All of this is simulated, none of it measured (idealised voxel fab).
process module | voxel fin reveal
cross-section cut | 195 nm wide | cells 5 nm
A cross-section is a grid of square cells, given in bands from the top down. A band is one or more rows of cells.
Each band's line starts with the height of the band's top and of its bottom, in nm. Then come its materials from left to right, each with its width in nm. One material with "throughout" fills the band from edge to edge. "air" is empty space.
Height 0 is the level under which the wafer as received is all one material. The lowest band goes on downwards, as in "0 down".
A width such as "30 to 40" changes by the same amount from each row of cells to the next, from the band's top row to its bottom row.
"no change" after a step means that no cell of the cross-section changed.
closed voids: empty space of 8 cells or more with no open way to the top, each as width x height at its distance from the left edge, in nm
after a step's settings: what the simulator itself notes on the step
overlay nm, on a step with a mask: how far to the right of its planned place the mask lay; to the left if negative
plan
1 op RECEIVE | material Si
2 op CONFORMAL_DEP | material SiN | thk nm 10
3 op PATTERN | tone cover | mask id FINS | material resist | width nm 15 | pitch nm 45 | thk nm 20 | overlay nm 0
4 op DIRECTIONAL_ETCH | etch materials SiN | depth nm 10
5 op DIRECTIONAL_ETCH | etch materials Si | depth nm 35
6 op STRIP | etch materials resist
7 op FILL_DEP | material SiO2 | thk nm 15
8 op CMP | height nm 10
9 op SELECTIVE_ETCH | etch materials SiO2 | depth nm 35
10 op STRIP | etch materials SiN
as received, after step 1
  0 down: Si throughout
  closed voids: none
a wafer at the end: this start, this plan, one mistake
  0 to -25: air 15 | Si 25 | air 20 | Si 25 | air 20 | Si 25 | air 20 | Si 25 | air 20
  -25 to -35: SiO2 15 | Si 25 | SiO2 20 | Si 25 | SiO2 20 | Si 25 | SiO2 20 | Si 25 | SiO2 20
  -35 down: Si throughout
  closed voids: none
what went wrong: step 3 ran as: op PATTERN | tone cover | mask id FINS | material resist | width nm 25 | pitch nm 45 | thk nm 20 | overlay nm 0
